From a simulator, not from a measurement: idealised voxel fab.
The name of this process module is voxel transistor to metal.
Shown is cross-section cut, with a width of 190 nm and square cells of size 5 nm.
Bands, listed from the top down, are how a cross-section gets written in this document; the cross-section itself is a grid of square cells, and a band is one or more rows of them.
First you get the band's top height and its bottom height, in nm, and then the materials it's made of, left to right, with each width in nm. If you see a single material with "all across", that one covers the band edge to edge. "blank" is empty space.
Basically, 0 is our baseline, since under it the wafer straight out of the box is all one material. The bottom band has no lower end and keeps on going down, so it looks like "from 0 down".
The notation "30 to 40" denotes a width that varies across the rows of cells in the band, beginning at the first number in the top row, finishing at the second number in the bottom row, and changing by an identical amount from each row to the next.
It should be understood that the words "no change occurred", when stated for a given step, signify that the cross-section underwent no change in any of its cells during that step.
In the "Closed empty spaces" entry, you get each enclosed empty space of 8 cells or more, one with no open way to the top, written width x height at distance, distance from the left edge, in nm.
Anything after a step's settings on that line? It's the simulator's own note about the step.
overlay nm: mask offset rightward from planned place, masked step; negative means leftward offset.
These are the steps we planned for the process
1. RECEIVE | material Si
2. CONFORMAL_DEP | material SiO2 | thk nm 5
3. CONFORMAL_DEP | material SiN | thk nm 15
4. MASKED_ETCH | tone cover | mask id ACTIVE | width nm 115 | etch materials SiN | depth nm 15 | overlay nm 0
5. MASKED_ETCH | tone cover | mask id ACTIVE | width nm 115 | etch materials SiO2 | depth nm 5 | overlay nm 0
6. MASKED_ETCH | tone cover | mask id ACTIVE | width nm 115 | etch materials Si | depth nm 30 | overlay nm 0
7. OXIDIZE | depth nm 5
8. FILL_DEP | material SiO2 | thk nm 10
9. CMP | height nm 20
10. SELECTIVE_ETCH | etch materials SiO2 | depth nm 15
11. STRIP | etch materials SiN
12. SELECTIVE_ETCH | etch materials SiO2 | depth nm 5
13. OXIDIZE | depth nm 5
14. DIRECTIONAL_DEP | material polySi | thk nm 25
15. DIRECTIONAL_DEP | material SiCN | thk nm 10
16. PATTERN | tone cover | mask id GATE | material resist | width nm 25 | thk nm 20 | overlay nm 0
17. DIRECTIONAL_ETCH | etch materials SiCN | depth nm 20
18. DIRECTIONAL_ETCH | etch materials polySi | depth nm 35
19. STRIP | etch materials resist
20. CONFORMAL_DEP | material SiO2 | thk nm 5
21. DIRECTIONAL_ETCH | etch materials SiO2 | depth nm 5
22. CONFORMAL_DEP | material SiN | thk nm 5
23. DIRECTIONAL_ETCH | etch materials SiN | depth nm 5
24. DIRECTIONAL_ETCH | etch materials SiO2 | depth nm 5
25. EPI | material pSi | thk nm 5
26. FILL_DEP | material SiO2 | thk nm 10
27. CMP | height nm 35
28. DIRECTIONAL_DEP | material SiO2 | thk nm 10
29. MASKED_ETCH | tone open | mask id CONTACT | width nm 15 | pitch nm 80 | etch materials SiO2 | depth nm 35 | overlay nm 0
30. CONFORMAL_DEP | material TiN | thk nm 5
31. FILL_DEP | material Ru | thk nm 5
32. CMP | height nm 45
33. DIRECTIONAL_DEP | material TiN | thk nm 5
34. DIRECTIONAL_DEP | material W | thk nm 25
35. MASKED_ETCH | tone cover | mask id METAL_1 | width nm 15 | pitch nm 80 | etch materials W | depth nm 25 | overlay nm 0
36. MASKED_ETCH | tone cover | mask id METAL_1 | width nm 15 | pitch nm 80 | etch materials TiN | depth nm 5 | overlay nm 0
37. CONFORMAL_DEP | material SiCN | thk nm 5
38. FILL_DEP | material SiO2 | thk nm 5
39. CMP | height nm 75
40. CONFORMAL_DEP | material SiN | thk nm 5
What sets these wafers apart? The depth nm at step 29. They all start alike, and the plan carries the first wafer's value.
The as-received cross-section of the first of several wafers corresponds to the state after step 1
> from 0 down = Si all across
> Closed empty spaces: none
Cross-section after step 40, the final step of the module, for the first of several wafers
> from 80 to 75 = SiN all across
> from 75 to 50 = SiO2 40 nm; SiCN 5 nm; W 15 nm; SiCN 5 nm; SiO2 55 nm; SiCN 5 nm; W 15 nm; SiCN 5 nm; SiO2 45 nm
> from 50 to 45 = SiCN 45 nm; TiN 15 nm; SiCN 65 nm; TiN 15 nm; SiCN 50 nm
> from 45 to 35 = SiO2 45 nm; TiN 5 nm; Ru 5 nm; TiN 5 nm; SiO2 65 nm; TiN 5 nm; Ru 5 nm; TiN 5 nm; SiO2 50 nm
> from 35 to 25 = SiO2 45 nm; TiN 5 nm; Ru 5 nm; TiN 5 nm; SiO2 10 nm; SiN 5 nm; SiO2 5 nm; SiCN 25 nm; SiO2 5 nm; SiN 5 nm; SiO2 10 nm; TiN 5 nm; Ru 5 nm; TiN 5 nm; SiO2 50 nm
> from 25 to 15 = SiO2 45 nm; TiN 5 nm; Ru 5 nm; TiN 5 nm; SiO2 10 nm; SiN 5 nm; SiO2 5 nm; polySi 25 nm; SiO2 5 nm; SiN 5 nm; SiO2 10 nm; TiN 5 nm; Ru 5 nm; TiN 5 nm; SiO2 50 nm
> from 15 to 10 = SiO2 45 nm; TiN 15 nm; SiO2 10 nm; SiN 5 nm; SiO2 5 nm; polySi 25 nm; SiO2 5 nm; SiN 5 nm; SiO2 10 nm; TiN 15 nm; SiO2 50 nm
> from 10 to 0 = SiO2 70 nm; SiN 5 nm; SiO2 5 nm; polySi 25 nm; SiO2 5 nm; SiN 5 nm; SiO2 75 nm
> from 0 to -5 = SiO2 35 nm; pSi 35 nm; SiO2 45 nm; pSi 35 nm; SiO2 40 nm
> from -5 to -35 = SiO2 40 nm; Si 105 nm; SiO2 45 nm
> from -35 down = Si all across
> Closed empty spaces: none
Cross-section at module completion, last wafer
> from 80 to 75 = SiN all across
> from 75 to 50 = SiO2 40 nm; SiCN 5 nm; W 15 nm; SiCN 5 nm; SiO2 55 nm; SiCN 5 nm; W 15 nm; SiCN 5 nm; SiO2 45 nm
> from 50 to 45 = SiCN 45 nm; TiN 15 nm; SiCN 65 nm; TiN 15 nm; SiCN 50 nm
> from 45 to 35 = SiO2 45 nm; TiN 5 nm; Ru 5 nm; TiN 5 nm; SiO2 65 nm; TiN 5 nm; Ru 5 nm; TiN 5 nm; SiO2 50 nm
> from 35 to 25 = SiO2 45 nm; TiN 5 nm; Ru 5 nm; TiN 5 nm; SiO2 10 nm; SiN 5 nm; SiO2 5 nm; SiCN 25 nm; SiO2 5 nm; SiN 5 nm; SiO2 10 nm; TiN 5 nm; Ru 5 nm; TiN 5 nm; SiO2 50 nm
> from 25 to 5 = SiO2 45 nm; TiN 5 nm; Ru 5 nm; TiN 5 nm; SiO2 10 nm; SiN 5 nm; SiO2 5 nm; polySi 25 nm; SiO2 5 nm; SiN 5 nm; SiO2 10 nm; TiN 5 nm; Ru 5 nm; TiN 5 nm; SiO2 50 nm
> from 5 to 0 = SiO2 45 nm; TiN 15 nm; SiO2 10 nm; SiN 5 nm; SiO2 5 nm; polySi 25 nm; SiO2 5 nm; SiN 5 nm; SiO2 10 nm; TiN 15 nm; SiO2 50 nm
> from 0 to -5 = SiO2 35 nm; pSi 35 nm; SiO2 45 nm; pSi 35 nm; SiO2 40 nm
> from -5 to -35 = SiO2 40 nm; Si 105 nm; SiO2 45 nm
> from -35 down = Si all across
> Closed empty spaces: none
Below, a row for every wafer. Read it as the end-of-module picture: for each material the wafer shows its cells gained (+) or lost (-) since it was received, and then its closed voids
depth nm 35 | +12 Ru | -140 Si | +62 SiCN | +52 SiN | +517 SiO2 | +36 TiN | +30 W | +14 pSi | +25 polySi | Closed empty spaces: none
depth nm 40 | +14 Ru | -140 Si | +62 SiCN | +52 SiN | +511 SiO2 | +40 TiN | +30 W | +14 pSi | +25 polySi | Closed empty spaces: none
depth nm 45 | +16 Ru | -140 Si | +62 SiCN | +52 SiN | +505 SiO2 | +44 TiN | +30 W | +14 pSi | +25 polySi | Closed empty spaces: none
depth nm 50 | +16 Ru | -140 Si | +62 SiCN | +52 SiN | +505 SiO2 | +44 TiN | +30 W | +14 pSi | +25 polySi | Closed empty spaces: none
depth nm 55 | +16 Ru | -140 Si | +62 SiCN | +52 SiN | +505 SiO2 | +44 TiN | +30 W | +14 pSi | +25 polySi | Closed empty spaces: none
depth nm 60 | +16 Ru | -140 Si | +62 SiCN | +52 SiN | +505 SiO2 | +44 TiN | +30 W | +14 pSi | +25 polySi | Closed empty spaces: none
